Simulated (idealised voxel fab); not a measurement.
Name of the process module below: voxel capacitor over wiring
Cross-section cut: width 185 nm, square cells of 5 nm.
Notation: cross-section as square-cell grid; stated in bands, top first, going down; one or more cell rows per band.
Band: top height; bottom height; in nm. Then, left to right: material with width in nm, for each material. "full width": a single material spanning edge to edge. "empty": empty space.
Heads up on the height convention: 0 is the point under which the incoming wafer is all one material, and the lowest band has no bottom, it just keeps going down, like "0..down".
The two numbers in a width such as "30 to 40" mark its ends across the band: the first belongs to the top row of cells, the second to the bottom row, and from each row to the next the width moves by the same amount.
Take "no alteration" at face value: in the step it is given for, the cross-section changed in none of its cells.
Voids not open to the top, 8 cells minimum: see "Voids, fully enclosed". Written width x height at distance; distance is from the left edge; nm.
If you see something after the settings on a step's line, that's the simulator's own remark about that step.
When a step includes a mask, the "overlay nm" setting on its line states how far to the right of its planned place that mask lay, and negative values state how far to the left.
The steps planned for the process are as follows
1 RECEIVE,material Si
2 CONFORMAL_DEP,material SiO2,thk nm 15
3 DIRECTIONAL_DEP,material TiN,thk nm 5
4 DIRECTIONAL_DEP,material Ru,thk nm 15
5 MASKED_ETCH,tone cover,mask id METAL_1,width nm 30,pitch nm 100,etch materials Ru,depth nm 15,overlay nm 0
6 MASKED_ETCH,tone cover,mask id METAL_1,width nm 30,pitch nm 100,etch materials TiN,depth nm 5,overlay nm 0
7 FILL_DEP,material SiO2,thk nm 5
8 CMP,height nm 35
9 CONFORMAL_DEP,material SiCN,thk nm 5
10 DIRECTIONAL_DEP,material lowk,thk nm 15
11 DIRECTIONAL_DEP,material aC,thk nm 15
12 PATTERN,tone open,mask id PLUG_1,material resist,width nm 15,thk nm 35,overlay nm 0
13 DIRECTIONAL_ETCH,etch materials aC,depth nm 15
14 STRIP,etch materials resist
15 DIRECTIONAL_ETCH,etch materials lowk,depth nm 15
16 DIRECTIONAL_ETCH,etch materials SiCN,depth nm 5
17 STRIP,etch materials aC
18 CONFORMAL_DEP,material TiN,thk nm 5
19 FILL_DEP,material Cu,thk nm 5
20 CMP,height nm 55
21 DIRECTIONAL_DEP,material TiN,thk nm 10
22 DIRECTIONAL_DEP,material HfO2,thk nm 5
23 DIRECTIONAL_DEP,material TiN,thk nm 5
24 DIRECTIONAL_DEP,material aC,thk nm 10
25 PATTERN,tone cover,mask id UPPER_PLATE,material resist,width nm 75,thk nm 30,overlay nm 0
26 DIRECTIONAL_ETCH,etch materials aC,depth nm 10
27 STRIP,etch materials resist
28 DIRECTIONAL_ETCH,etch materials TiN,depth nm 5
29 DIRECTIONAL_ETCH,etch materials HfO2,depth nm 5
30 STRIP,etch materials aC
31 DIRECTIONAL_DEP,material aC,thk nm 15
32 PATTERN,tone cover,mask id LOWER_PLATE,material resist,width nm 85,thk nm 30,overlay nm 0
33 DIRECTIONAL_ETCH,etch materials aC,depth nm 15
34 STRIP,etch materials resist
35 DIRECTIONAL_ETCH,etch materials TiN,depth nm 10
36 STRIP,etch materials aC
37 FILL_DEP,material SiO2,thk nm 20
38 CMP,height nm 90
39 MASKED_ETCH,tone open,mask id PLUG_2,width nm 15,etch materials SiO2,depth nm 15,overlay nm 0
40 CONFORMAL_DEP,material TiN,thk nm 5
41 FILL_DEP,material Ru,thk nm 5
42 CMP,height nm 90
43 CONFORMAL_DEP,material SiCN,thk nm 5
Shown in cross-section is the wafer as received, that is, as it stands after step 1
	0..down | Si full width
	Voids, fully enclosed: none
Sectioned view, first of two wafers, at the close of the module, processed as intended in the plan
	95..90 | SiCN full width
	90..80 | 50 nm SiO2; 5 nm TiN; 5 nm Ru; 5 nm TiN; 120 nm SiO2
	80..70 | 50 to 40 nm SiO2; 15 to 75 nm TiN; 120 to 70 nm SiO2
	70..65 | 40 nm SiO2; 75 nm HfO2; 70 nm SiO2
	65..55 | 35 nm SiO2; 85 nm TiN; 65 nm SiO2
	55..40 | 40 nm lowk; 5 nm TiN; 5 nm Cu; 5 nm TiN; 130 nm lowk
	40..35 | 40 nm SiCN; 15 nm TiN; 130 nm SiCN
	35..20 | 25 nm SiO2; 30 nm Ru; 70 nm SiO2; 30 nm Ru; 30 nm SiO2
	20..15 | 25 nm SiO2; 30 nm TiN; 70 nm SiO2; 30 nm TiN; 30 nm SiO2
	15..0 | SiO2 full width
	0..down | Si full width
	Voids, fully enclosed: none
Wafer two, end of module, cross-section. Same start, same plan as wafer one. One mistake in the run
	95..90 | SiCN full width
	90..80 | 50 nm SiO2; 5 nm TiN; 5 nm Ru; 5 nm TiN; 120 nm SiO2
	80..70 | 50 to 40 nm SiO2; 15 to 75 nm TiN; 120 to 70 nm SiO2
	70..65 | 40 nm SiO2; 75 nm HfO2; 70 nm SiO2
	65..55 | 35 nm SiO2; 85 nm TiN; 65 nm SiO2
	55..40 | 35 nm Cu; 5 nm TiN; 15 nm lowk; 5 nm TiN; 125 nm Cu
	40..35 | 40 nm TiN; 15 nm SiCN; 130 nm TiN
	35..20 | 25 nm SiO2; 30 nm Ru; 70 nm SiO2; 30 nm Ru; 30 nm SiO2
	20..15 | 25 nm SiO2; 30 nm TiN; 70 nm SiO2; 30 nm TiN; 30 nm SiO2
	15..0 | SiO2 full width
	0..down | Si full width
	Voids, fully enclosed: none
What was done differently from what was planned? planned and actual differ for step 12; actual: PATTERN,tone cover,mask id PLUG_1,material resist,width nm 15,thk nm 35,overlay nm 0
At the finish, the second wafer shows more or fewer cells for some materials than the first does: 93 more of Cu, 31 fewer of SiCN, 31 more of TiN, 93 fewer of lowk
